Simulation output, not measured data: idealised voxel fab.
Herein follows the process module entitled voxel wiring stack.
FYI the section here is cut, 295 nm wide, cells are 5 nm squares.
Bands, listed from the top down, are how a cross-section gets written in this document; the cross-section itself is a grid of square cells, and a band is one or more rows of them.
Band entry format. Leading values: height of top, height of bottom, nm. Remainder: materials in left-to-right order, each with its width in nm. Special words: "full width" on a single material, which then fills the band edge to edge; "blank", empty space.
The reference from which all heights are counted is 0, the level beneath which the as-received wafer is entirely one material; the lowest band, having no lower bound, proceeds downward and is written after the example "0 and below".
A two-number width, for instance "30->40", indicates that the width is equal to the first number in the top row of the band and to the second number in the bottom row, and that it changes by a constant amount per row of cells.
Where the words "nothing altered" appear for a step, the cross-section shows no cell changed by that step; every cell remained as before.
"Encapsulated voids" specifies each empty space that is not open to the top and that occupies no fewer than 8 cells, using the form width x height at distance, the distance measured from the left edge and all three quantities in nm.
On a step's line, text after the settings is the simulator commenting on that step.
"overlay nm", when on a step's line for a step with a mask, measures how far to the right of its planned place the mask lay; a negative measure means to the left.

The process steps that were planned are listed below
- 1: RECEIVE with material Si
- 2: CONFORMAL_DEP with material SiO2, thk nm 10
- 3: CONFORMAL_DEP with material SiCN, thk nm 5
- 4: DIRECTIONAL_DEP with material lowk, thk nm 25
- 5: PATTERN with tone open, mask id METAL_1, material resist, width nm 25, pitch nm 45, thk nm 15, overlay nm 0
- 6: DIRECTIONAL_ETCH with etch materials lowk, depth nm 25
- 7: DIRECTIONAL_ETCH with etch materials SiCN, depth nm 5
- 8: STRIP with etch materials resist
- 9: CONFORMAL_DEP with material TiN, thk nm 5
- 10: FILL_DEP with material Cu, thk nm 5
- 11: CMP with height nm 40
- 12: CONFORMAL_DEP with material SiCN, thk nm 5
- 13: DIRECTIONAL_DEP with material lowk, thk nm 15
- 14: DIRECTIONAL_DEP with material aC, thk nm 15
- 15: PATTERN with tone open, mask id PLUG_1, material resist, width nm 15, thk nm 35, overlay nm 0
- 16: DIRECTIONAL_ETCH with etch materials aC, depth nm 15
- 17: STRIP with etch materials resist
- 18: DIRECTIONAL_ETCH with etch materials lowk, depth nm 15
- 19: DIRECTIONAL_ETCH with etch materials SiCN, depth nm 5
- 20: STRIP with etch materials aC
- 21: EPI with material Ru, thk nm 10
- 22: EPI with material Ru, thk nm 10
- 23: CONFORMAL_DEP with material SiCN, thk nm 5
- 24: DIRECTIONAL_DEP with material lowk, thk nm 15
- 25: PATTERN with tone open, mask id METAL_2, material resist, width nm 25, pitch nm 45, thk nm 20, overlay nm 0
- 26: DIRECTIONAL_ETCH with etch materials lowk, depth nm 15
- 27: DIRECTIONAL_ETCH with etch materials SiCN, depth nm 5
- 28: STRIP with etch materials resist
- 29: CONFORMAL_DEP with material TiN, thk nm 5
- 30: FILL_DEP with material Ru, thk nm 5
- 31: CMP with height nm 80
- 32: CONFORMAL_DEP with material SiCN, thk nm 5
- 33: DIRECTIONAL_DEP with material SiO2, thk nm 20
- 34: PATTERN with tone open, mask id PLUG_2, material resist, width nm 15, thk nm 20, overlay nm -15
- 35: DIRECTIONAL_ETCH with etch materials SiO2, depth nm 20
- 36: DIRECTIONAL_ETCH with etch materials SiCN, depth nm 5
- 37: STRIP with etch materials resist
- 38: CONFORMAL_DEP with material TiN, thk nm 5
- 39: FILL_DEP with material Cu, thk nm 5
- 40: CMP with height nm 105
- 41: DIRECTIONAL_DEP with material TiN, thk nm 5
- 42: DIRECTIONAL_DEP with material Ru, thk nm 25
- 43: DIRECTIONAL_DEP with material aC, thk nm 10
- 44: PATTERN with tone cover, mask id METAL_3, material resist, width nm 25, pitch nm 45, thk nm 25, overlay nm 0
- 45: DIRECTIONAL_ETCH with etch materials aC, depth nm 10
- 46: STRIP with etch materials resist
- 47: DIRECTIONAL_ETCH with etch materials Ru, depth nm 25
- 48: DIRECTIONAL_ETCH with etch materials TiN, depth nm 5
- 49: STRIP with etch materials aC
- 50: CONFORMAL_DEP with material SiN, thk nm 5
- 51: FILL_DEP with material SiO2, thk nm 5
- 52: CMP with height nm 135
- 53: CONFORMAL_DEP with material SiN, thk nm 5
The plan's step 34 overlay nm is the first wafer's value; the wafers differ in this setting and start identical.

first wafer as received, after step 1
	0 and below | Si full width
	Encapsulated voids: none

Rows = wafers. At module end, each row lists per material the cells gained (+) or lost (-) since the wafer was received, then the closed voids
overlay nm -15; +34 Cu; +80 Ru; +210 SiCN; +128 SiN; +567 SiO2; +73 TiN; +560 lowk; Encapsulated voids: none
overlay nm -10; +34 Cu; +80 Ru; +210 SiCN; +128 SiN; +567 SiO2; +73 TiN; +560 lowk; Encapsulated voids: none
overlay nm -5; +34 Cu; +80 Ru; +210 SiCN; +128 SiN; +567 SiO2; +73 TiN; +560 lowk; Encapsulated voids: none
overlay nm 0; +34 Cu; +80 Ru; +210 SiCN; +128 SiN; +567 SiO2; +73 TiN; +560 lowk; Encapsulated voids: none
overlay nm 5; +34 Cu; +80 Ru; +210 SiCN; +128 SiN; +567 SiO2; +73 TiN; +560 lowk; Encapsulated voids: none
overlay nm 10; +34 Cu; +80 Ru; +210 SiCN; +128 SiN; +567 SiO2; +73 TiN; +560 lowk; Encapsulated voids: none
overlay nm 15; +34 Cu; +80 Ru; +210 SiCN; +128 SiN; +567 SiO2; +73 TiN; +560 lowk; Encapsulated voids: none
